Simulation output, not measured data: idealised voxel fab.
The process module that follows is named voxel gate over fins.
Square cells of 5 nm make up the cross-section cut, whose width is 210 nm.
For the purposes of this document, a cross-section shall be understood as a grid of square cells, specified as bands listed in top-to-bottom order, each band consisting of one or more rows of cells.
Top, bottom (nm), then materials left to right with widths (nm); lone material tagged "edge to edge" fills the whole band edge to edge; "air" = empty space.
Heights are reckoned from 0. Under this level, the received wafer is all of one material. The bottommost band is open-ended downward, for example "z 0 and below".
Note: "30..40" means the width goes from the first number (top row of the band) to the second number (bottom row) in equal steps per row of cells.
"all unchanged", as given for a step, is the statement that not any cell of the cross-section underwent a change during that step.
For the entry "Trapped void list", the listed items are empty spaces with no open way to the top whose size is 8 cells or more; each item follows the pattern width x height at distance, where distance is from the left edge and all three are in nm.
Anything after a step's settings on that line? It's the simulator's own note about the step.
The setting "overlay nm" may be written on the line of a step. When the step uses a mask, the value reports how far to the right of the planned place the mask lay, and a negative value reports that it lay to the left.

SET OUT BELOW ARE THE PLANNED STEPS OF THE PROCESS
1) RECEIVE: material Si
2) CONFORMAL_DEP: material SiN, thk nm 5
3) MASKED_ETCH: tone cover, mask id FINS, width nm 15, pitch nm 45, etch materials SiN, depth nm 5, overlay nm 0
4) MASKED_ETCH: tone cover, mask id FINS, width nm 15, pitch nm 45, etch materials Si, depth nm 30, overlay nm 0
5) FILL_DEP: material SiO2, thk nm 5
6) CMP: height nm 5
7) SELECTIVE_ETCH: etch materials SiO2, depth nm 15
8) STRIP: etch materials SiN
9) CONFORMAL_DEP: material HfO2, thk nm 5
10) CONFORMAL_DEP: material TiN, thk nm 5
11) FILL_DEP: material W, thk nm 10
12) CMP: height nm 15
13) CONFORMAL_DEP: material SiCN, thk nm 10

AS RECEIVED, AFTER STEP 1
* z 0 and below | Si edge to edge
* Trapped void list: none

POST-MODULE CROSS-SECTION: IDENTICAL START AND PLAN TO THOSE ABOVE, ONE MISSTEP IN EXECUTION
* z 25 to 15 | SiCN edge to edge
* z 15 to 10 | W edge to edge
* z 10 to 5 | 20 of W; 35 of TiN; 10 of W; 35 of TiN; 10 of W; 35 of TiN; 10 of W; 35 of TiN; 20 of W
* z 5 to 0 | 20 of W; 5 of TiN; 25 of HfO2; 5 of TiN; 10 of W; 5 of TiN; 25 of HfO2; 5 of TiN; 10 of W; 5 of TiN; 25 of HfO2; 5 of TiN; 10 of W; 5 of TiN; 25 of HfO2; 5 of TiN; 20 of W
* z 0 to -15 | 20 of W; 5 of TiN; 5 of HfO2; 15 of Si; 5 of HfO2; 5 of TiN; 10 of W; 5 of TiN; 5 of HfO2; 15 of Si; 5 of HfO2; 5 of TiN; 10 of W; 5 of TiN; 5 of HfO2; 15 of Si; 5 of HfO2; 5 of TiN; 10 of W; 5 of TiN; 5 of HfO2; 15 of Si; 5 of HfO2; 5 of TiN; 20 of W
* z -15 to -20 | 25 of TiN; 5 of HfO2; 15 of Si; 5 of HfO2; 20 of TiN; 5 of HfO2; 15 of Si; 5 of HfO2; 20 of TiN; 5 of HfO2; 15 of Si; 5 of HfO2; 20 of TiN; 5 of HfO2; 15 of Si; 5 of HfO2; 25 of TiN
* z -20 to -25 | 30 of HfO2; 15 of Si; 30 of HfO2; 15 of Si; 30 of HfO2; 15 of Si; 30 of HfO2; 15 of Si; 30 of HfO2
* z -25 to -30 | 30 of SiO2; 15 of Si; 30 of SiO2; 15 of Si; 30 of SiO2; 15 of Si; 30 of SiO2; 15 of Si; 30 of SiO2
* z -30 and below | Si edge to edge
* Trapped void list: none
Heads up, the wafer didn't run the way we planned it: plan step 7 was twice executed
